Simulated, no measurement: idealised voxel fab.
This is a process module. Its name is voxel released beams.
Section shown: cut. Width: 245 nm. Cell size: 5 nm, square.
Think of the cross-section as a grid of square cells. We describe it in bands, top to bottom, and each band covers one or more rows of those cells.
Band entry format. Leading values: height of top, height of bottom, nm. Remainder: materials in left-to-right order, each with its width in nm. Special words: "all across" on a single material, which then fills the band edge to edge; "blank", empty space.
We count height from 0. Below that, the starting wafer is all one material. The lowest band never ends at the bottom but goes on down; see "0 -> down" for how that is written.
The expression "30->40" gives the width at the extremes of the band, the first number at its top row of cells and the second at its bottom row, with the width changing by equal amounts from each row to the next in between.
Step note "remains unaltered" = no cross-section cell changed.
Listed in "Unvented internal voids": every empty space of 8 or more cells without an open way to the top. Form: width x height at distance, the distance being from the left edge, all in nm.
The remark found on a step's line after its settings is issued by the simulator itself and pertains to that step.
On any step carrying a mask, the "overlay nm" setting, if present on the step's line, tells how far right of its planned place the mask lay; negative values point to the left.
# Set out below are the planned steps of the process
1,RECEIVE [material Si]
2,CONFORMAL_DEP [material Al2O3] [thk nm 10]
3,DIRECTIONAL_DEP [material SiO2] [thk nm 15]
4,PATTERN [tone open] [mask id ANCHOR] [material resist] [width nm 35] [thk nm 15] [overlay nm 0]
5,DIRECTIONAL_ETCH [etch materials SiO2] [depth nm 15]
6,STRIP [etch materials resist]
7,CONFORMAL_DEP [material SiN] [thk nm 10]
8,PATTERN [tone cover] [mask id BEAM] [material resist] [width nm 95] [thk nm 20] [overlay nm 0]
9,DIRECTIONAL_ETCH [etch materials SiN] [depth nm 10]
10,STRIP [etch materials resist]
11,STRIP [etch materials SiO2]
# Cross-section of the incoming wafer, state after step 1
* 0 -> down | Si all across
* Unvented internal voids: none
# One mistake in running the module, otherwise start and plan as above: cross-section at the end
* 35 -> 25 | blank: 70, SiN: 15, blank: 15, SiN: 65, blank: 80
* 25 -> 20 | blank: 75, SiN: 10, blank: 15, SiN: 10, blank: 135
* 20 -> 10 | blank: 75, SiN: 35, blank: 135
* 10 -> 0 | SiN all across
* 0 -> down | Si all across
* Unvented internal voids: none
Where did the run depart from the plan? step 2 off recipe, ran as CONFORMAL_DEP [material SiN] [thk nm 10]
